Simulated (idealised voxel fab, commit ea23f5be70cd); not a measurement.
process module | voxel transistor to metal
For reference, the cross-section in this document is cut, with width 195 nm and square cells of 5 nm.
A cross-section in this document is a grid of square cells, and it is written down as bands, the top band listed before the ones below it; a band is made up of one or more rows of cells.
Top height, bottom height, nm. Materials left to right, width each, nm. Single material + "throughout" = fills band edge to edge. "blank" = empty.
Heights are measured from 0, the level below which the as-received wafer is all one material; the lowest band has no bottom and continues downward, written as in "from 0 down".
The width entry "30..40" should be interpreted row by row: the top row of cells in the band takes the first number, the bottom row takes the second number, and the change between adjacent rows is uniform throughout.
It should be understood that the words "remained unchanged", when stated for a given step, signify that the cross-section underwent no change in any of its cells during that step.
Listed in "Closed void list": every empty space of 8 or more cells without an open way to the top. Form: width x height at distance, the distance being from the left edge, all in nm.
Heads up: the bit after the settings on a step's line is the simulator's remark on that step.
overlay nm: for a step with a mask, the amount by which the mask lay right of where it was planned; a negative amount means left of it.
PLANNED PROCESS STEPS
1,RECEIVE with material Si
2,OXIDIZE with depth nm 5
3,CONFORMAL_DEP with material SiN, thk nm 15
4,MASKED_ETCH with tone cover, mask id ACTIVE, width nm 105, etch materials SiN, depth nm 15, overlay nm 0
5,MASKED_ETCH with tone cover, mask id ACTIVE, width nm 105, etch materials SiO2, depth nm 5, overlay nm 0
6,MASKED_ETCH with tone cover, mask id ACTIVE, width nm 105, etch materials Si, depth nm 20, overlay nm 0
7,FILL_DEP with material SiO2, thk nm 5
8,CMP with height nm 15
9,SELECTIVE_ETCH with etch materials SiO2, depth nm 5
10,STRIP with etch materials SiN
11,SELECTIVE_ETCH with etch materials SiO2, depth nm 5
12,OXIDIZE with depth nm 5
13,DIRECTIONAL_DEP with material polySi, thk nm 25
14,DIRECTIONAL_DEP with material SiCN, thk nm 10
15,DIRECTIONAL_DEP with material aC, thk nm 15
16,PATTERN with tone cover, mask id GATE, material resist, width nm 35, thk nm 30, overlay nm 0
17,DIRECTIONAL_ETCH with etch materials aC, depth nm 15
18,STRIP with etch materials resist
19,DIRECTIONAL_ETCH with etch materials SiCN, depth nm 20
20,DIRECTIONAL_ETCH with etch materials polySi, depth nm 35
21,STRIP with etch materials aC
22,CONFORMAL_DEP with material SiN, thk nm 5
23,DIRECTIONAL_ETCH with etch materials SiN, depth nm 5
24,DIRECTIONAL_ETCH with etch materials SiO2, depth nm 5
25,DIRECTIONAL_ETCH with etch materials Si, depth nm 5
26,EPI with material pSi, thk nm 5
27,FILL_DEP with material SiO2, thk nm 5
28,CMP with height nm 20
29,STRIP with etch materials polySi
30,SELECTIVE_ETCH with etch materials SiO2, depth nm 5
31,CONFORMAL_DEP with material HfO2, thk nm 5
32,CONFORMAL_DEP with material TiN, thk nm 5
33,FILL_DEP with material W, thk nm 5
34,CMP with height nm 15
35,DIRECTIONAL_DEP with material SiO2, thk nm 10
36,PATTERN with tone open, mask id CONTACT, material resist, width nm 15, pitch nm 80, thk nm 20, overlay nm 0
37,DIRECTIONAL_ETCH with etch materials SiO2, depth nm 35
38,STRIP with etch materials resist
39,CONFORMAL_DEP with material TiN, thk nm 5
40,FILL_DEP with material Ru, thk nm 10
41,CMP with height nm 25
42,DIRECTIONAL_DEP with material TiN, thk nm 5
43,DIRECTIONAL_DEP with material Ru, thk nm 25
44,MASKED_ETCH with tone cover, mask id METAL_1, width nm 15, pitch nm 80, etch materials Ru, depth nm 25, overlay nm 0
45,MASKED_ETCH with tone cover, mask id METAL_1, width nm 15, pitch nm 80, etch materials TiN, depth nm 5, overlay nm 0
46,FILL_DEP with material SiO2, thk nm 5
47,CMP with height nm 55
48,CONFORMAL_DEP with material SiN, thk nm 5
CROSS-SECTION, INCOMING MATERIAL, AFTER STEP 1
* from 0 down | Si throughout
* Closed void list: none
SAME STARTING WAFER, SAME PLAN AS ABOVE, ONE MISTAKE IN THE EXECUTION; THIS IS THE CROSS-SECTION AT THE END OF THE MODULE
* from 60 to 55 | SiN throughout
* from 55 to 30 | SiO2 (50), then Ru (15), then SiO2 (65), then Ru (15), then SiO2 (50)
* from 30 to 25 | SiO2 (50), then TiN (15), then SiO2 (65), then TiN (15), then SiO2 (50)
* from 25 to 15 | SiO2 (50), then TiN (5), then Ru (5), then TiN (5), then SiO2 (65), then TiN (5), then Ru (5), then TiN (5), then SiO2 (50)
* from 15 to 5 | SiO2 (50), then TiN (5), then Ru (5), then TiN (5), then SiO2 (10), then SiN (5), then HfO2 (5), then TiN (5), then W (15), then TiN (5), then HfO2 (5), then SiN (5), then SiO2 (10), then TiN (5), then Ru (5), then TiN (5), then SiO2 (50)
* from 5 to 0 | SiO2 (45), then SiN (5), then TiN (15), then SiO2 (10), then SiN (5), then HfO2 (5), then TiN (25), then HfO2 (5), then SiN (5), then SiO2 (10), then TiN (15), then SiN (5), then SiO2 (45)
* from 0 to -5 | SiO2 (50), then pSi (5), then TiN (10), then SiO2 (5), then pSi (5), then HfO2 (45), then pSi (5), then SiO2 (5), then TiN (10), then pSi (5), then SiO2 (50)
* from -5 to -10 | SiO2 (45), then Si (5), then pSi (25), then Si (45), then pSi (25), then Si (5), then SiO2 (45)
* from -10 to -25 | SiO2 (45), then Si (105), then SiO2 (45)
* from -25 down | Si throughout
* Closed void list: none
Deviation from plan: the processing plan was not followed for steps 10 and 11, which were run with their positions exchanged
